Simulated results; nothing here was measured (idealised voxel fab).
The process module presented herein is designated voxel self aligned vias.
The width of the displayed cross-section, cut, is 265 nm; its cells are square, with a size of 5 nm.
We lay out every cross-section as a grid of square cells and spell it out in bands from the top down, where one band means one or more rows of cells.
The band entry comprises the height of the band's top followed by the height of its bottom, expressed in nm, and subsequently the band's materials from left to right, each stated together with its width in nm. Where a single material is marked with the word "full width", that material fills the band from edge to edge. The word "blank" represents empty space.
The reference from which all heights are counted is 0, the level beneath which the as-received wafer is entirely one material; the lowest band, having no lower bound, proceeds downward and is written after the example "z 0 and below".
A width given as "30->40" starts at the first number in the band's top row and ends at the second number in its bottom row, shifting by an equal amount at every step from row to row.
"remains unaltered" -> step changed no cross-section cell.
"Closed voids list": empty spaces of 8 cells or more with no open way to the top, each given as width x height at distance, distance from the left edge, all in nm.
That trailing text on a step's line, after the settings, is the simulator's own remark on the step.
overlay nm: mask offset rightward from planned place, masked step; negative means leftward offset.
## Process steps foreseen in the plan
1. op RECEIVE | material Si
2. op CONFORMAL_DEP | material SiO2 | thk nm 15
3. op CONFORMAL_DEP | material SiCN | thk nm 5
4. op DIRECTIONAL_DEP | material lowk | thk nm 30
5. op MASKED_ETCH | tone open | mask id LINES | width nm 25 | pitch nm 75 | etch materials lowk | depth nm 30 | overlay nm 0
6. op CONFORMAL_DEP | material TiN | thk nm 5
7. op FILL_DEP | material Ru | thk nm 10
8. op CMP | height nm 50
9. op SELECTIVE_ETCH | etch materials W Ru TiN | depth nm 5
10. op FILL_DEP | material SiN | thk nm 10
11. op CMP | height nm 50
12. op DIRECTIONAL_DEP | material lowk | thk nm 20
13. op PATTERN | tone open | mask id VIAS | material resist | width nm 45 | thk nm 20 | overlay nm 0
14. op DIRECTIONAL_ETCH | etch materials lowk | depth nm 20
15. op DIRECTIONAL_ETCH | etch materials SiN | depth nm 5
16. op STRIP | etch materials resist
17. op CONFORMAL_DEP | material TiN | thk nm 5
18. op FILL_DEP | material W | thk nm 10
19. op CMP | height nm 70
20. op CONFORMAL_DEP | material SiN | thk nm 5
## as received, after step 1
z 0 and below  Si full width
Closed voids list: none
## Final wafer profile in cross-section after the module, from the same start and plan as above, with one mistake made during processing
z 75 to 70  SiN full width
z 70 to 50  70 of lowk, then 5 of TiN, then 35 of W, then 5 of TiN, then 150 of lowk
z 50 to 45  70 of lowk, then 45 of TiN, then 40 of lowk, then 25 of SiN, then 85 of lowk
z 45 to 30  70 of lowk, then 15 of TiN, then 15 of Ru, then 15 of TiN, then 40 of lowk, then 5 of TiN, then 15 of Ru, then 5 of TiN, then 85 of lowk
z 30 to 25  80 of lowk, then 5 of TiN, then 15 of Ru, then 5 of TiN, then 50 of lowk, then 5 of TiN, then 15 of Ru, then 5 of TiN, then 85 of lowk
z 25 to 20  80 of lowk, then 25 of TiN, then 50 of lowk, then 25 of TiN, then 85 of lowk
z 20 to 15  SiCN full width
z 15 to 0  SiO2 full width
z 0 and below  Si full width
Closed voids list: none
It is concluded that the wafer was processed incorrectly with respect to the plan, in that twice over, step 14 of the plan was run
